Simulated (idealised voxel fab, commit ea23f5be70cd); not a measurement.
process module | voxel self aligned contacts
cross-section cut | 235 nm wide | cells 5 nm
A cross-section is a grid of square cells, given in bands from the top down. A band is one or more rows of cells.
Each band's line starts with the height of the band's top and of its bottom, in nm. Then come its materials from left to right, each with its width in nm. One material with "throughout" fills the band from edge to edge. "air" is empty space.
Height 0 is the level under which the wafer as received is all one material. The lowest band goes on downwards, as in "0 down".
A width such as "30 to 40" changes by the same amount from each row of cells to the next, from the band's top row to its bottom row.
"no change" after a step means that no cell of the cross-section changed.
closed voids: empty space of 8 cells or more with no open way to the top, each as width x height at its distance from the left edge, in nm
after a step's settings: what the simulator itself notes on the step
overlay nm, on a step with a mask: how far to the right of its planned place the mask lay; to the left if negative
plan
1 op RECEIVE | material Si
2 op OXIDIZE | depth nm 5
3 op DIRECTIONAL_DEP | material polySi | thk nm 25
4 op DIRECTIONAL_DEP | material SiN | thk nm 15
5 op PATTERN | tone cover | mask id GATE | material resist | width nm 25 | pitch nm 60 | thk nm 15 | overlay nm 0
6 op DIRECTIONAL_ETCH | etch materials SiN | depth nm 15
7 op DIRECTIONAL_ETCH | etch materials polySi | depth nm 25
8 op STRIP | etch materials resist
9 op CONFORMAL_DEP | material SiN | thk nm 5
10 op DIRECTIONAL_ETCH | etch materials SiN | depth nm 5
11 op FILL_DEP | material SiO2 | thk nm 15
12 op CMP | height nm 50
13 op MASKED_ETCH | tone open | mask id CONTACT | width nm 45 | etch materials SiO2 | depth nm 55 | overlay nm 0
14 op CONFORMAL_DEP | material TiN | thk nm 5
15 op FILL_DEP | material Ru | thk nm 10
16 op CMP | height nm 50
17 op CONFORMAL_DEP | material SiN | thk nm 5
as received, after step 1
  0 down: Si throughout
  closed voids: none
first wafer at the end, as planned
  55 to 50: SiN throughout
  50 to 40: SiO2 95 | TiN 5 to 15 | Ru 35 to 15 | TiN 5 to 15 | SiO2 95
  40 to 25: SiO2 70 | SiN 35 | TiN 5 | Ru 15 | TiN 5 | SiN 35 | SiO2 70
  25 to 0: SiO2 70 | SiN 5 | polySi 25 | SiN 5 | TiN 5 | Ru 15 | TiN 5 | SiN 5 | polySi 25 | SiN 5 | SiO2 70
  0 to -5: SiO2 105 | TiN 25 | SiO2 105
  -5 down: Si throughout
  closed voids: none
second wafer at the end: like start, like plan, one mistake
  55 to 50: SiN throughout
  50 to 45: SiO2 70 | SiN 35 | TiN 5 | Ru 15 | TiN 5 | SiN 35 | SiO2 70
  45 to 40: SiO2 70 | SiN 35 | TiN 25 | SiN 35 | SiO2 70
  40 to 25: SiN throughout
  25 to 0: polySi throughout
  0 to -5: SiO2 throughout
  -5 down: Si throughout
  closed voids: none
what went wrong: step 4 was run twice
at the end the second wafer has, in cells: 31 fewer of Ru | 107 more of SiN | 239 fewer of SiO2 | 22 fewer of TiN | 185 more of polySi
